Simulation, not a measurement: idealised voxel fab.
Process module, titled voxel double patterning
Section cut is 190 nm wide and gridded with 5 nm square cells.
This document writes a cross-section as a grid whose cells are square, and gives it as bands, listed from the top down; one or more rows of cells form a band. Read a band's entry like this: the first values are the height of its top and the height of its bottom in nm, and what follows is the sequence of materials from left to right, each with its width in nm. Note that "air" is empty space, and that a single material marked "everywhere" reaches across the band from edge to edge. Heights are expressed relative to 0, this being the level below which the as-received wafer comprises one material exclusively. The lowest band is unbounded in the downward direction and is denoted as in "0 -> down". Read "30->40" as a graded width: first number on top, second number at the bottom, same change between each pair of neighbouring rows. Any step labelled "stayed the same" changed none of the cells in the cross-section. The list in "Fully sealed voids" covers empty spaces of 8 cells or more that cannot reach the top through any open way, and it gives each as width x height at distance; the distance is from the left edge, and width, height and distance are in nm. The remark found on a step's line after its settings is issued by the simulator itself and pertains to that step. What "overlay nm" on a step's line means: if the step has a mask, that mask lay this far to the right of its planned place, or, when the value is negative, to the left.
So here's the lineup of process steps we planned
1: RECEIVE, material Si
2: CONFORMAL_DEP, material SiO2, thk nm 5
3: DIRECTIONAL_DEP, material polySi, thk nm 10
4: DIRECTIONAL_DEP, material SiCN, thk nm 5
5: DIRECTIONAL_DEP, material aC, thk nm 15
6: PATTERN, tone open, mask id FIRST, material resist, width nm 15, pitch nm 50, thk nm 35, overlay nm 0
7: DIRECTIONAL_ETCH, etch materials aC, depth nm 15
8: STRIP, etch materials resist
9: DIRECTIONAL_ETCH, etch materials SiCN, depth nm 5
10: STRIP, etch materials aC
11: MASKED_ETCH, tone open, mask id SECOND, width nm 15, pitch nm 50, etch materials SiCN, depth nm 5, overlay nm 0
12: DIRECTIONAL_ETCH, etch materials polySi, depth nm 10
13: STRIP, etch materials SiCN
Cross-section of the wafer at receipt, which is the condition after step 1
	0 -> down  Si everywhere
	Fully sealed voids: none
Run as planned - first of the two wafers cross-sectioned at the end of the module
	15 -> 5  35 polySi  15 air  10 polySi  15 air  10 polySi  15 air  10 polySi  15 air  10 polySi  15 air  40 polySi
	5 -> 0  SiO2 everywhere
	0 -> down  Si everywhere
	Fully sealed voids: none
This is the second of the two wafers, cross-sectioned at the end of the module; it started exactly like the first and was given the same plan, but it was run with one mistake
	15 -> 5  30 polySi  15 air  15 polySi  15 air  5 polySi  15 air  15 polySi  15 air  5 polySi  15 air  45 polySi
	5 -> 0  SiO2 everywhere
	0 -> down  Si everywhere
	Fully sealed voids: none
Run error: not per plan at step 6, really ran PATTERN, tone open, mask id FIRST, material resist, width nm 15, pitch nm 50, thk nm 35, overlay nm -5
So at the finish, the second wafer's got exactly as many cells of each material as the first, just not in the same spots.
